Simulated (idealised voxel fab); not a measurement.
A process module follows: voxel transistor to metal.
It is cross-section cut that appears here, measuring 295 nm in width, its square cells being 5 nm in size.
A cross-section in this document is a grid of square cells, and it is written down as bands, the top band listed before the ones below it; a band is made up of one or more rows of cells. A band entry consists of two parts. The first gives the height of the band's top and the height of its bottom, in nm. The rest lists the band's materials from left to right, each with its width in nm. A single material labelled with the word "all across" fills the band from edge to edge, and the word "empty" marks empty space. Height 0 is the level under which the wafer as received is all one material. The lowest band goes on downwards, as in "0..down". Width "30..40": first value at the band's top row of cells, second value at its bottom row, equal change from row to row. The designation "nothing altered", where it is given for a processing step, indicates that no cell of the cross-section was altered in the course of that step. The list in "Enclosed void catalog" covers empty spaces of 8 cells or more that cannot reach the top through any open way, and it gives each as width x height at distance; the distance is from the left edge, and width, height and distance are in nm. Note: text after step settings on the step line = simulator remark on that step. The line of a step may include "overlay nm". On a step with a mask, this value is how far to the right of its planned place the mask lay. A negative value means the mask lay to the left.
### Intended process steps
1. RECEIVE: material Si
2. CONFORMAL_DEP: material SiO2, thk nm 5
3. CONFORMAL_DEP: material SiN, thk nm 10
4. DIRECTIONAL_DEP: material aC, thk nm 15
5. PATTERN: tone cover, mask id ACTIVE, material resist, width nm 115, pitch nm 145, thk nm 30, overlay nm 0
6. DIRECTIONAL_ETCH: etch materials aC, depth nm 15
7. STRIP: etch materials resist
8. DIRECTIONAL_ETCH: etch materials SiN, depth nm 10
9. DIRECTIONAL_ETCH: etch materials SiO2, depth nm 5
10. DIRECTIONAL_ETCH: etch materials Si, depth nm 30
11. STRIP: etch materials aC
12. OXIDIZE: depth nm 5
13. FILL_DEP: material SiO2, thk nm 5
14. CMP: height nm 15
15. SELECTIVE_ETCH: etch materials SiO2, depth nm 10
16. STRIP: etch materials SiN
17. SELECTIVE_ETCH: etch materials SiO2, depth nm 5
18. OXIDIZE: depth nm 5
19. DIRECTIONAL_DEP: material polySi, thk nm 20
20. DIRECTIONAL_DEP: material SiCN, thk nm 10
21. DIRECTIONAL_DEP: material aC, thk nm 15
22. PATTERN: tone cover, mask id GATE, material resist, width nm 25, pitch nm 145, thk nm 30, overlay nm 0
23. DIRECTIONAL_ETCH: etch materials aC, depth nm 15
24. STRIP: etch materials resist
25. DIRECTIONAL_ETCH: etch materials SiCN, depth nm 20
26. DIRECTIONAL_ETCH: etch materials polySi, depth nm 30
27. STRIP: etch materials aC
28. CONFORMAL_DEP: material SiN, thk nm 5
29. DIRECTIONAL_ETCH: etch materials SiN, depth nm 5
30. DIRECTIONAL_ETCH: etch materials SiO2, depth nm 5
31. DIRECTIONAL_ETCH: etch materials Si, depth nm 5
32. EPI: material pSi, thk nm 5
33. FILL_DEP: material SiO2, thk nm 5
34. CMP: height nm 20
35. STRIP: etch materials polySi
36. SELECTIVE_ETCH: etch materials SiO2, depth nm 5
37. CONFORMAL_DEP: material HfO2, thk nm 5
38. CONFORMAL_DEP: material TiN, thk nm 5
39. FILL_DEP: material W, thk nm 10
40. CMP: height nm 15
41. DIRECTIONAL_DEP: material SiO2, thk nm 10
42. PATTERN: tone open, mask id CONTACT, material resist, width nm 20, thk nm 15, overlay nm 0
43. DIRECTIONAL_ETCH: etch materials SiO2, depth nm 30
44. STRIP: etch materials resist
45. CONFORMAL_DEP: material TiN, thk nm 5
46. FILL_DEP: material W, thk nm 5
47. CMP: height nm 25
48. CONFORMAL_DEP: material SiN, thk nm 5
49. DIRECTIONAL_DEP: material lowk, thk nm 20
50. MASKED_ETCH: tone open, mask id METAL_1, width nm 20, etch materials lowk, depth nm 20, overlay nm 0
51. MASKED_ETCH: tone open, mask id METAL_1, width nm 20, etch materials SiN, depth nm 5, overlay nm 0
52. CONFORMAL_DEP: material TiN, thk nm 5
53. FILL_DEP: material Cu, thk nm 5
54. CMP: height nm 50
55. EPI: material Ru, thk nm 5
56. FILL_DEP: material SiCN, thk nm 5
57. DIRECTIONAL_DEP: material lowk, thk nm 25
58. MASKED_ETCH: tone open, mask id METAL_2_HOLES, width nm 15, pitch nm 145, etch materials lowk, depth nm 25, overlay nm 0
59. DIRECTIONAL_DEP: material aC, thk nm 15
60. PATTERN: tone open, mask id METAL_2, material resist, width nm 20, pitch nm 145, thk nm 35, overlay nm 0
61. DIRECTIONAL_ETCH: etch materials aC, depth nm 15
62. STRIP: etch materials resist
63. DIRECTIONAL_ETCH: etch materials lowk, depth nm 15
64. DIRECTIONAL_ETCH: etch materials SiCN, depth nm 5
65. STRIP: etch materials aC
66. CONFORMAL_DEP: material TiN, thk nm 5
67. FILL_DEP: material Cu, thk nm 10
68. CMP: height nm 85
69. CONFORMAL_DEP: material SiN, thk nm 5
### The cross-section here shows the wafer as received, i.e. in its state after step 1
0..down: Si all across
Enclosed void catalog: none
### Starting structure and process plan are as shown above, but one mistake was made in running the module; the wafer cross-section at the end of the module follows
90..85: SiN all across
85..75: Cu 35 nm, TiN 5 nm, lowk 5 nm, TiN 5 nm, Cu 130 nm, TiN 5 nm, lowk 5 nm, TiN 5 nm, Cu 100 nm
75..70: TiN 30 nm, Cu 5 nm, TiN 5 nm, lowk 5 nm, TiN 130 nm, Cu 5 nm, TiN 5 nm, lowk 5 nm, TiN 105 nm
70..65: lowk 25 nm, TiN 5 nm, Cu 5 nm, TiN 5 nm, lowk 130 nm, TiN 5 nm, Cu 5 nm, TiN 5 nm, lowk 110 nm
65..60: lowk 25 nm, TiN 15 nm, lowk 130 nm, TiN 15 nm, lowk 110 nm
60..55: SiCN all across
55..50: SiCN 20 nm, Ru 30 nm, SiCN 45 nm, Ru 30 nm, SiCN 40 nm, Ru 30 nm, SiCN 45 nm, Ru 30 nm, SiCN 25 nm
50..30: lowk 25 nm, TiN 5 nm, Cu 10 nm, TiN 5 nm, lowk 55 nm, TiN 5 nm, Cu 10 nm, TiN 5 nm, lowk 50 nm, TiN 5 nm, Cu 10 nm, TiN 5 nm, lowk 55 nm, TiN 5 nm, Cu 10 nm, TiN 5 nm, lowk 30 nm
30..25: SiN 25 nm, TiN 20 nm, SiN 55 nm, TiN 20 nm, SiN 50 nm, TiN 20 nm, SiN 55 nm, TiN 20 nm, SiN 30 nm
25..15: SiO2 25 nm, TiN 5 nm, W 10 nm, TiN 5 nm, SiO2 55 nm, TiN 5 nm, W 10 nm, TiN 5 nm, SiO2 50 nm, TiN 5 nm, W 10 nm, TiN 5 nm, SiO2 55 nm, TiN 5 nm, W 10 nm, TiN 5 nm, SiO2 30 nm
15..5: SiO2 25 nm, TiN 5 nm, W 10 nm, TiN 5 nm, SiO2 10 nm, SiN 5 nm, HfO2 5 nm, TiN 5 nm, W 5 nm, TiN 5 nm, HfO2 5 nm, SiN 5 nm, SiO2 10 nm, TiN 5 nm, W 10 nm, TiN 5 nm, SiO2 50 nm, TiN 5 nm, W 10 nm, TiN 5 nm, SiO2 10 nm, SiN 5 nm, HfO2 5 nm, TiN 5 nm, W 5 nm, TiN 5 nm, HfO2 5 nm, SiN 5 nm, SiO2 10 nm, TiN 5 nm, W 10 nm, TiN 5 nm, SiO2 30 nm
5..0: SiO2 25 nm, TiN 5 nm, W 10 nm, TiN 5 nm, SiO2 10 nm, SiN 5 nm, HfO2 5 nm, TiN 15 nm, HfO2 5 nm, SiN 5 nm, SiO2 10 nm, TiN 5 nm, W 10 nm, TiN 5 nm, SiO2 50 nm, TiN 5 nm, W 10 nm, TiN 5 nm, SiO2 10 nm, SiN 5 nm, HfO2 5 nm, TiN 15 nm, HfO2 5 nm, SiN 5 nm, SiO2 10 nm, TiN 5 nm, W 10 nm, TiN 5 nm, SiO2 30 nm
0..-5: SiO2 25 nm, TiN 20 nm, SiO2 5 nm, pSi 5 nm, HfO2 35 nm, pSi 5 nm, SiO2 5 nm, TiN 20 nm, SiO2 50 nm, TiN 20 nm, SiO2 5 nm, pSi 5 nm, HfO2 35 nm, pSi 5 nm, SiO2 5 nm, TiN 20 nm, SiO2 30 nm
-5..-10: SiO2 20 nm, pSi 35 nm, Si 35 nm, pSi 35 nm, SiO2 40 nm, pSi 35 nm, Si 35 nm, pSi 35 nm, SiO2 25 nm
-10..-35: SiO2 20 nm, Si 105 nm, SiO2 40 nm, Si 105 nm, SiO2 25 nm
-35..down: Si all across
Enclosed void catalog: none
Here's what went sideways: step 60 went in with a setting other than planned; the actual run was PATTERN: tone cover, mask id METAL_2, material resist, width nm 20, pitch nm 145, thk nm 35, overlay nm 0
